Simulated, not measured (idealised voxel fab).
Process module under the name voxel spacer lines
The cross-section on display is named cut; it measures 225 nm wide, and its cells are 5 nm squares.
This document writes a cross-section as a grid whose cells are square, and gives it as bands, listed from the top down; one or more rows of cells form a band. Band entry format. Leading values: height of top, height of bottom, nm. Remainder: materials in left-to-right order, each with its width in nm. Special words: "edge to edge" on a single material, which then fills the band edge to edge; "blank", empty space. Height is counted from the level 0, under which the received wafer is composed throughout of one material. The lowest of the bands is not closed at the bottom but continues downward, in the notation "0 and below". Width "30 to 40": first value at the band's top row of cells, second value at its bottom row, equal change from row to row. Reading "left unchanged" for a step: not a cell of the cross-section changed in it. The entry "Fully enclosed voids" lists the empty spaces that cover at least 8 cells and have no open path to the top. Each is written as width x height at distance, where the distance is measured from the left edge and all three values are in nm. That trailing text on a step's line, after the settings, is the simulator's own remark on the step. If you see "overlay nm" on a step's line and that step has a mask, it's telling you how far right of where it was planned the mask ended up; a negative number means it went left instead.
Intended process steps
| 1 | RECEIVE | material Si |
| 2 | CONFORMAL_DEP | material SiO2 | thk nm 5 |
| 3 | DIRECTIONAL_DEP | material polySi | thk nm 20 |
| 4 | DIRECTIONAL_DEP | material aC | thk nm 25 |
| 5 | PATTERN | tone cover | mask id MANDREL | material resist | width nm 15 | pitch nm 60 | thk nm 30 | overlay nm 0 |
| 6 | DIRECTIONAL_ETCH | etch materials aC | depth nm 25 |
| 7 | STRIP | etch materials resist |
| 8 | CONFORMAL_DEP | material SiN | thk nm 15 |
| 9 | DIRECTIONAL_ETCH | etch materials SiN | depth nm 15 |
| 10 | STRIP | etch materials aC |
| 11 | DIRECTIONAL_ETCH | etch materials polySi | depth nm 20 |
| 12 | STRIP | etch materials SiN |
Cross-sectional view of the wafer in its as-received condition, corresponding to the state after step 1
    0 and below  Si edge to edge
    Fully enclosed voids: none
One mistake in running the module, otherwise start and plan as above: cross-section at the end
    30 down to 10  blank: 60; polySi: 15; blank: 15; polySi: 15; blank: 15; polySi: 15; blank: 15; polySi: 15; blank: 60
    10 down to 5  polySi edge to edge
    5 down to 0  SiO2 edge to edge
    0 and below  Si edge to edge
    Fully enclosed voids: none
What was done differently from what was planned? not per plan at step 3, really ran DIRECTIONAL_DEP | material polySi | thk nm 25
